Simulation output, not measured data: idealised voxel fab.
process module | voxel fin reveal
cross-section cut | 185 nm wide | cells 5 nm
A cross-section is a grid of square cells, given in bands from the top down. A band is one or more rows of cells.
Each band's line starts with the height of the band's top and of its bottom, in nm. Then come its materials from left to right, each with its width in nm. One material with "throughout" fills the band from edge to edge. "air" is empty space.
Height 0 is the level under which the wafer as received is all one material. The lowest band goes on downwards, as in "0 down".
A width such as "30 to 40" changes by the same amount from each row of cells to the next, from the band's top row to its bottom row.
"no change" after a step means that no cell of the cross-section changed.
closed voids: empty space of 8 cells or more with no open way to the top, each as width x height at its distance from the left edge, in nm
after a step's settings: what the simulator itself notes on the step
overlay nm, on a step with a mask: how far to the right of its planned place the mask lay; to the left if negative
Each pair below shows a cross-section before one step and the cross-section after it, down to the lowest band that changed. The line under each pair gives the step between them, with its settings. The pairs can come from different runs of this module on the same starting wafer, so a pair continues from the pair above only where its "before" says so.
before
  0 down: Si throughout
  closed voids: none
after
  5 to 0: SiN throughout
  below 0: unchanged
  closed voids: none
the step between: op CONFORMAL_DEP | material SiN | thk nm 5
before: the cross-section after the pair above
after
  5 to 0: air 15 | SiN 15 | air 30 | SiN 15 | air 30 | SiN 15 | air 30 | SiN 15 | air 20
  below 0: unchanged
  closed voids: none
the step between: op MASKED_ETCH | tone cover | mask id FINS | width nm 15 | pitch nm 45 | etch materials SiN | depth nm 5 | overlay nm 0
before: the cross-section after the pair above
after
  5 to 0: air 15 | SiN 15 | air 30 | SiN 15 | air 30 | SiN 15 | air 30 | SiN 15 | air 20
  0 to -40: air 15 | Si 15 | air 30 | Si 15 | air 30 | Si 15 | air 30 | Si 15 | air 20
  below -40: unchanged
  closed voids: none
the step between: op MASKED_ETCH | tone cover | mask id FINS | width nm 15 | pitch nm 45 | etch materials Si | depth nm 40 | overlay nm 0
before: the cross-section after the pair above
after
  5 to 0: air 15 | SiN 15 | air 30 | SiN 15 | air 30 | SiN 15 | air 30 | SiN 15 | air 20
  0 to -40: air 15 | SiO2 5 | Si 5 | SiO2 5 | air 30 | SiO2 5 | Si 5 | SiO2 5 | air 30 | SiO2 5 | Si 5 | SiO2 5 | air 30 | SiO2 5 | Si 5 | SiO2 5 | air 20
  -40 to -45: SiO2 20 | Si 5 | SiO2 40 | Si 5 | SiO2 40 | Si 5 | SiO2 40 | Si 5 | SiO2 25
  below -45: unchanged
  closed voids: none
the step between: op OXIDIZE | depth nm 5
before: the cross-section after the pair above
after
  10 to 5: SiO2 throughout
  5 to 0: SiO2 15 | SiN 15 | SiO2 30 | SiN 15 | SiO2 30 | SiN 15 | SiO2 30 | SiN 15 | SiO2 20
  0 to -45: SiO2 20 | Si 5 | SiO2 40 | Si 5 | SiO2 40 | Si 5 | SiO2 40 | Si 5 | SiO2 25
  below -45: unchanged
  closed voids: none
the step between: op FILL_DEP | material SiO2 | thk nm 5
before: the cross-section after the pair above
after
  5 to 0: SiO2 15 | SiN 15 | SiO2 30 | SiN 15 | SiO2 30 | SiN 15 | SiO2 30 | SiN 15 | SiO2 20
  below 0: unchanged
  closed voids: none
the step between: op CMP | height nm 5
before: the cross-section after the pair above
after
  5 to 0: air 15 | SiN 15 | air 30 | SiN 15 | air 30 | SiN 15 | air 30 | SiN 15 | air 20
  0 to -20: air 20 | Si 5 | air 40 | Si 5 | air 40 | Si 5 | air 40 | Si 5 | air 25
  below -20: unchanged
  closed voids: none
the step between: op SELECTIVE_ETCH | etch materials SiO2 | depth nm 25
before: the cross-section after the pair above
after
  0 to -20: air 20 | Si 5 | air 40 | Si 5 | air 40 | Si 5 | air 40 | Si 5 | air 25
  below -20: unchanged
  closed voids: none
the step between: op STRIP | etch materials SiN
before
  5 to 0: air 15 | SiN 15 | air 30 | SiN 15 | air 30 | SiN 15 | air 30 | SiN 15 | air 20
  0 to -20: air 20 | Si 5 | air 40 | Si 5 | air 40 | Si 5 | air 40 | Si 5 | air 25
  -20 to -45: SiO2 20 | Si 5 | SiO2 40 | Si 5 | SiO2 40 | Si 5 | SiO2 40 | Si 5 | SiO2 25
  -45 down: Si throughout
  closed voids: none
after
  5 to 0: air 15 | SiN 15 | air 30 | SiN 15 | air 30 | SiN 15 | air 30 | SiN 15 | air 20
  0 to -45: air 20 | Si 5 | air 40 | Si 5 | air 40 | Si 5 | air 40 | Si 5 | air 25
  below -45: unchanged
  closed voids: none
the step between: op SELECTIVE_ETCH | etch materials SiO2 | depth nm 25
before: the cross-section after the pair above
after
  0 to -45: air 20 | Si 5 | air 40 | Si 5 | air 40 | Si 5 | air 40 | Si 5 | air 25
  below -45: unchanged
  closed voids: none
the step between: op STRIP | etch materials SiN
before
  5 to 0: air 15 | SiN 15 | air 30 | SiN 15 | air 30 | SiN 15 | air 30 | SiN 15 | air 20
  0 down: Si throughout
  closed voids: none
after
  5 to 0: air 15 | SiN 15 | air 30 | SiN 15 | air 30 | SiN 15 | air 30 | SiN 15 | air 20
  0 to -45: air 15 | Si 15 | air 30 | Si 15 | air 30 | Si 15 | air 30 | Si 15 | air 20
  below -45: unchanged
  closed voids: none
the step between: op MASKED_ETCH | tone cover | mask id FINS | width nm 15 | pitch nm 45 | etch materials Si | depth nm 45 | overlay nm 0
before: the cross-section after the pair above
after
  5 to 0: air 15 | SiN 15 | air 30 | SiN 15 | air 30 | SiN 15 | air 30 | SiN 15 | air 20
  0 to -45: air 15 | SiO2 5 | Si 5 | SiO2 5 | air 30 | SiO2 5 | Si 5 | SiO2 5 | air 30 | SiO2 5 | Si 5 | SiO2 5 | air 30 | SiO2 5 | Si 5 | SiO2 5 | air 20
  -45 to -50: SiO2 20 | Si 5 | SiO2 40 | Si 5 | SiO2 40 | Si 5 | SiO2 40 | Si 5 | SiO2 25
  below -50: unchanged
  closed voids: none
the step between: op OXIDIZE | depth nm 5
before: the cross-section after the pair above
after
  10 to 5: SiO2 throughout
  5 to 0: SiO2 15 | SiN 15 | SiO2 30 | SiN 15 | SiO2 30 | SiN 15 | SiO2 30 | SiN 15 | SiO2 20
  0 to -50: SiO2 20 | Si 5 | SiO2 40 | Si 5 | SiO2 40 | Si 5 | SiO2 40 | Si 5 | SiO2 25
  below -50: unchanged
  closed voids: none
the step between: op FILL_DEP | material SiO2 | thk nm 5
before: the cross-section after the pair above
after
  5 to 0: SiO2 15 | SiN 15 | SiO2 30 | SiN 15 | SiO2 30 | SiN 15 | SiO2 30 | SiN 15 | SiO2 20
  below 0: unchanged
  closed voids: none
the step between: op CMP | height nm 5
before: the cross-section after the pair above
after
  5 to 0: air 15 | SiN 15 | air 30 | SiN 15 | air 30 | SiN 15 | air 30 | SiN 15 | air 20
  0 to -20: air 20 | Si 5 | air 40 | Si 5 | air 40 | Si 5 | air 40 | Si 5 | air 25
  below -20: unchanged
  closed voids: none
the step between: op SELECTIVE_ETCH | etch materials SiO2 | depth nm 25
before: the cross-section after the pair above
after
  0 to -20: air 20 | Si 5 | air 40 | Si 5 | air 40 | Si 5 | air 40 | Si 5 | air 25
  below -20: unchanged
  closed voids: none
the step between: op STRIP | etch materials SiN
before
  5 to 0: SiN throughout
  0 down: Si throughout
  closed voids: none
after
  5 to 0: air 15 | SiN 20 | air 25 | SiN 20 | air 25 | SiN 20 | air 25 | SiN 20 | air 15
  below 0: unchanged
  closed voids: none
the step between: op MASKED_ETCH | tone cover | mask id FINS | width nm 20 | pitch nm 45 | etch materials SiN | depth nm 5 | overlay nm 0
before: the cross-section after the pair above
after
  5 to 0: air 15 | SiN 20 | air 25 | SiN 20 | air 25 | SiN 20 | air 25 | SiN 20 | air 15
  0 to -40: air 15 | Si 20 | air 25 | Si 20 | air 25 | Si 20 | air 25 | Si 20 | air 15
  below -40: unchanged
  closed voids: none
the step between: op MASKED_ETCH | tone cover | mask id FINS | width nm 15 | pitch nm 45 | etch materials Si | depth nm 40 | overlay nm 0
before: the cross-section after the pair above
after
  5 to 0: air 15 | SiN 20 | air 25 | SiN 20 | air 25 | SiN 20 | air 25 | SiN 20 | air 15
  0 to -40: air 15 | SiO2 5 | Si 10 | SiO2 5 | air 25 | SiO2 5 | Si 10 | SiO2 5 | air 25 | SiO2 5 | Si 10 | SiO2 5 | air 25 | SiO2 5 | Si 10 | SiO2 5 | air 15
  -40 to -45: SiO2 20 | Si 10 | SiO2 35 | Si 10 | SiO2 35 | Si 10 | SiO2 35 | Si 10 | SiO2 20
  below -45: unchanged
  closed voids: none
the step between: op OXIDIZE | depth nm 5
before: the cross-section after the pair above
after
  10 to 5: SiO2 throughout
  5 to 0: SiO2 15 | SiN 20 | SiO2 25 | SiN 20 | SiO2 25 | SiN 20 | SiO2 25 | SiN 20 | SiO2 15
  0 to -45: SiO2 20 | Si 10 | SiO2 35 | Si 10 | SiO2 35 | Si 10 | SiO2 35 | Si 10 | SiO2 20
  below -45: unchanged
  closed voids: none
the step between: op FILL_DEP | material SiO2 | thk nm 5
before: the cross-section after the pair above
after
  5 to 0: SiO2 15 | SiN 20 | SiO2 25 | SiN 20 | SiO2 25 | SiN 20 | SiO2 25 | SiN 20 | SiO2 15
  below 0: unchanged
  closed voids: none
the step between: op CMP | height nm 5
before: the cross-section after the pair above
after
  5 to 0: air 15 | SiN 20 | air 25 | SiN 20 | air 25 | SiN 20 | air 25 | SiN 20 | air 15
  0 to -20: air 20 | Si 10 | air 35 | Si 10 | air 35 | Si 10 | air 35 | Si 10 | air 20
  below -20: unchanged
  closed voids: none
the step between: op SELECTIVE_ETCH | etch materials SiO2 | depth nm 25
before: the cross-section after the pair above
after
  0 to -20: air 20 | Si 10 | air 35 | Si 10 | air 35 | Si 10 | air 35 | Si 10 | air 20
  below -20: unchanged
  closed voids: none
the step between: op STRIP | etch materials SiN
before
  5 to 0: SiN throughout
  0 down: Si throughout
  closed voids: none
after
  5 to 0: air 20 | SiN 15 | air 30 | SiN 15 | air 30 | SiN 15 | air 30 | SiN 15 | air 15
  below 0: unchanged
  closed voids: none
the step between: op MASKED_ETCH | tone cover | mask id FINS | width nm 15 | pitch nm 45 | etch materials SiN | depth nm 5 | overlay nm 5
before: the cross-section after the pair above
after
  5 to 0: air 20 | SiN 15 | air 30 | SiN 15 | air 30 | SiN 15 | air 30 | SiN 15 | air 15
  0 to -40: air 15 | Si 20 | air 25 | Si 20 | air 25 | Si 20 | air 25 | Si 20 | air 15
  below -40: unchanged
  closed voids: none
the step between: op MASKED_ETCH | tone cover | mask id FINS | width nm 15 | pitch nm 45 | etch materials Si | depth nm 40 | overlay nm 0
before: the cross-section after the pair above
after
  5 to 0: air 20 | SiN 15 | air 30 | SiN 15 | air 30 | SiN 15 | air 30 | SiN 15 | air 15
  0 to -5: air 15 | SiO2 10 | Si 5 | SiO2 5 | air 25 | SiO2 10 | Si 5 | SiO2 5 | air 25 | SiO2 10 | Si 5 | SiO2 5 | air 25 | SiO2 10 | Si 5 | SiO2 5 | air 15
  -5 to -40: air 15 | SiO2 5 | Si 10 | SiO2 5 | air 25 | SiO2 5 | Si 10 | SiO2 5 | air 25 | SiO2 5 | Si 10 | SiO2 5 | air 25 | SiO2 5 | Si 10 | SiO2 5 | air 15
  -40 to -45: SiO2 20 | Si 10 | SiO2 35 | Si 10 | SiO2 35 | Si 10 | SiO2 35 | Si 10 | SiO2 20
  below -45: unchanged
  closed voids: none
the step between: op OXIDIZE | depth nm 5
before: the cross-section after the pair above
after
  10 to 5: SiO2 throughout
  5 to 0: SiO2 20 | SiN 15 | SiO2 30 | SiN 15 | SiO2 30 | SiN 15 | SiO2 30 | SiN 15 | SiO2 15
  0 to -5: SiO2 25 | Si 5 | SiO2 40 | Si 5 | SiO2 40 | Si 5 | SiO2 40 | Si 5 | SiO2 20
  -5 to -45: SiO2 20 | Si 10 | SiO2 35 | Si 10 | SiO2 35 | Si 10 | SiO2 35 | Si 10 | SiO2 20
  below -45: unchanged
  closed voids: none
the step between: op FILL_DEP | material SiO2 | thk nm 5
before: the cross-section after the pair above
after
  5 to 0: SiO2 20 | SiN 15 | SiO2 30 | SiN 15 | SiO2 30 | SiN 15 | SiO2 30 | SiN 15 | SiO2 15
  below 0: unchanged
  closed voids: none
the step between: op CMP | height nm 5
before: the cross-section after the pair above
after
  5 to 0: air 20 | SiN 15 | air 30 | SiN 15 | air 30 | SiN 15 | air 30 | SiN 15 | air 15
  0 to -5: air 25 | Si 5 | air 40 | Si 5 | air 40 | Si 5 | air 40 | Si 5 | air 20
  -5 to -20: air 20 | Si 10 | air 35 | Si 10 | air 35 | Si 10 | air 35 | Si 10 | air 20
  below -20: unchanged
  closed voids: none
the step between: op SELECTIVE_ETCH | etch materials SiO2 | depth nm 25
before: the cross-section after the pair above
after
  0 to -5: air 25 | Si 5 | air 40 | Si 5 | air 40 | Si 5 | air 40 | Si 5 | air 20
  below -5: unchanged
  closed voids: none
the step between: op STRIP | etch materials SiN
before
  5 to 0: air 15 | SiN 15 | air 30 | SiN 15 | air 30 | SiN 15 | air 30 | SiN 15 | air 20
  0 to -40: air 15 | SiO2 5 | Si 5 | SiO2 5 | air 30 | SiO2 5 | Si 5 | SiO2 5 | air 30 | SiO2 5 | Si 5 | SiO2 5 | air 30 | SiO2 5 | Si 5 | SiO2 5 | air 20
  -40 to -45: SiO2 20 | Si 5 | SiO2 40 | Si 5 | SiO2 40 | Si 5 | SiO2 40 | Si 5 | SiO2 25
  -45 down: Si throughout
  closed voids: none
after
  10 to 0: SiN throughout
  0 to -40: SiN 15 | SiO2 5 | Si 5 | SiO2 5 | SiN 30 | SiO2 5 | Si 5 | SiO2 5 | SiN 30 | SiO2 5 | Si 5 | SiO2 5 | SiN 30 | SiO2 5 | Si 5 | SiO2 5 | SiN 20
  below -40: unchanged
  closed voids: none
the step between: op FILL_DEP | material SiN | thk nm 5
before: the cross-section after the pair above
after
  5 to 0: SiN throughout
  below 0: unchanged
  closed voids: none
the step between: op CMP | height nm 5
before: the cross-section after the pair above
after
  0 to -40: air 15 | SiO2 5 | Si 5 | SiO2 5 | air 30 | SiO2 5 | Si 5 | SiO2 5 | air 30 | SiO2 5 | Si 5 | SiO2 5 | air 30 | SiO2 5 | Si 5 | SiO2 5 | air 20
  below -40: unchanged
  closed voids: none
the step between: op STRIP | etch materials SiN
before
  5 to 0: SiN throughout
  0 down: Si throughout
  closed voids: none
after
  5 to 0: SiN 15 | air 15 | SiN 30 | air 15 | SiN 30 | air 15 | SiN 30 | air 15 | SiN 20
  below 0: unchanged
  closed voids: none
the step between: op MASKED_ETCH | tone open | mask id FINS | width nm 15 | pitch nm 45 | etch materials SiN | depth nm 5 | overlay nm 0
before: the cross-section after the pair above
after
  5 to 0: SiN 15 | air 15 | SiN 30 | air 15 | SiN 30 | air 15 | SiN 30 | air 15 | SiN 20
  0 to -5: Si 10 | SiO2 25 | Si 20 | SiO2 25 | Si 20 | SiO2 25 | Si 20 | SiO2 25 | Si 15
  below -5: unchanged
  closed voids: none
the step between: op OXIDIZE | depth nm 5
before: the cross-section after the pair above
after
  10 to 5: SiO2 throughout
  5 to 0: SiN 15 | SiO2 15 | SiN 30 | SiO2 15 | SiN 30 | SiO2 15 | SiN 30 | SiO2 15 | SiN 20
  below 0: unchanged
  closed voids: none
the step between: op FILL_DEP | material SiO2 | thk nm 5
before: the cross-section after the pair above
after
  5 to 0: SiN 15 | SiO2 15 | SiN 30 | SiO2 15 | SiN 30 | SiO2 15 | SiN 30 | SiO2 15 | SiN 20
  below 0: unchanged
  closed voids: none
the step between: op CMP | height nm 5
before: the cross-section after the pair above
after
  5 to 0: SiN 15 | air 15 | SiN 30 | air 15 | SiN 30 | air 15 | SiN 30 | air 15 | SiN 20
  0 to -5: Si 10 | air 25 | Si 20 | air 25 | Si 20 | air 25 | Si 20 | air 25 | Si 15
  below -5: unchanged
  closed voids: none
the step between: op SELECTIVE_ETCH | etch materials SiO2 | depth nm 25
before: the cross-section after the pair above
after
  0 to -5: Si 10 | air 25 | Si 20 | air 25 | Si 20 | air 25 | Si 20 | air 25 | Si 15
  below -5: unchanged
  closed voids: none
the step between: op STRIP | etch materials SiN
